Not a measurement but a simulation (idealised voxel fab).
process module | voxel released beams
cross-section cut | 290 nm wide | cells 5 nm
A cross-section is a grid of square cells, given in bands from the top down. A band is one or more rows of cells.
Each band's line starts with the height of the band's top and of its bottom, in nm. Then come its materials from left to right, each with its width in nm. One material with "throughout" fills the band from edge to edge. "air" is empty space.
Height 0 is the level under which the wafer as received is all one material. The lowest band goes on downwards, as in "0 down".
A width such as "30 to 40" changes by the same amount from each row of cells to the next, from the band's top row to its bottom row.
"no change" after a step means that no cell of the cross-section changed.
closed voids: empty space of 8 cells or more with no open way to the top, each as width x height at its distance from the left edge, in nm
after a step's settings: what the simulator itself notes on the step
overlay nm, on a step with a mask: how far to the right of its planned place the mask lay; to the left if negative
plan
1 op RECEIVE | material Si
2 op CONFORMAL_DEP | material Al2O3 | thk nm 5
3 op DIRECTIONAL_DEP | material SiO2 | thk nm 10
4 op PATTERN | tone open | mask id ANCHOR | material resist | width nm 35 | thk nm 20 | overlay nm 0
5 op DIRECTIONAL_ETCH | etch materials SiO2 | depth nm 10
6 op STRIP | etch materials resist
7 op CONFORMAL_DEP | material SiN | thk nm 10
8 op PATTERN | tone cover | mask id BEAM | material resist | width nm 90 | thk nm 20 | overlay nm 0
9 op DIRECTIONAL_ETCH | etch materials SiN | depth nm 10
10 op STRIP | etch materials resist
11 op STRIP | etch materials SiO2
first wafer, as planned
as received, after step 1
  0 down: Si throughout
  closed voids: none
after step 2
  5 to 0: Al2O3 throughout
  below 0: unchanged
after step 3
  15 to 5: SiO2 throughout
  below 5: unchanged
after step 4
  35 to 15: resist 100 | air 35 | resist 155
  below 15: unchanged
after step 5
  35 to 15: resist 100 | air 35 | resist 155
  15 to 5: SiO2 100 | air 35 | SiO2 155
  below 5: unchanged
after step 6
  15 to 5: SiO2 100 | air 35 | SiO2 155
  below 5: unchanged
after step 7
  25 to 15: SiN 110 | air 15 | SiN 165
  15 to 5: SiO2 100 | SiN 35 | SiO2 155
  below 5: unchanged
after step 8
  45 to 25: air 95 | resist 90 | air 105
  25 to 15: SiN 110 | resist 15 | SiN 165
  below 15: unchanged
after step 9
  45 to 25: air 95 | resist 90 | air 105
  25 to 15: air 95 | SiN 15 | resist 15 | SiN 60 | air 105
  below 15: unchanged
after step 10
  25 to 15: air 95 | SiN 15 | air 15 | SiN 60 | air 105
  below 15: unchanged
after step 11
  25 to 15: air 95 | SiN 15 | air 15 | SiN 60 | air 105
  15 to 5: air 100 | SiN 35 | air 155
  below 5: unchanged
second wafer: like start, like plan, one mistake. Through step 5 it matches the first wafer
when step 6 should have ended
  15 to 5: SiO2 100 | air 35 | SiO2 155
  below 5: unchanged
when step 7 should have ended
  25 to 15: SiN 110 | air 15 | SiN 165
  15 to 5: SiO2 100 | SiN 35 | SiO2 155
  below 5: unchanged
when step 8 should have ended
  45 to 25: air 95 | resist 90 | air 105
  25 to 15: SiN 110 | resist 15 | SiN 165
  below 15: unchanged
when step 9 should have ended
  45 to 25: air 95 | resist 90 | air 105
  25 to 15: air 95 | SiN 15 | resist 15 | SiN 60 | air 105
  below 15: unchanged
when step 10 should have ended
  25 to 15: air 95 | SiN 15 | air 15 | SiN 60 | air 105
  below 15: unchanged
when step 11 should have ended
  25 to 15: air 95 | SiN 15 | air 15 | SiN 60 | air 105
  15 to 5: air 100 | SiN 35 | air 155
  below 5: unchanged
what went wrong: step 6 was run twice
at the end the two cross-sections are the same: no effect in what this model computes
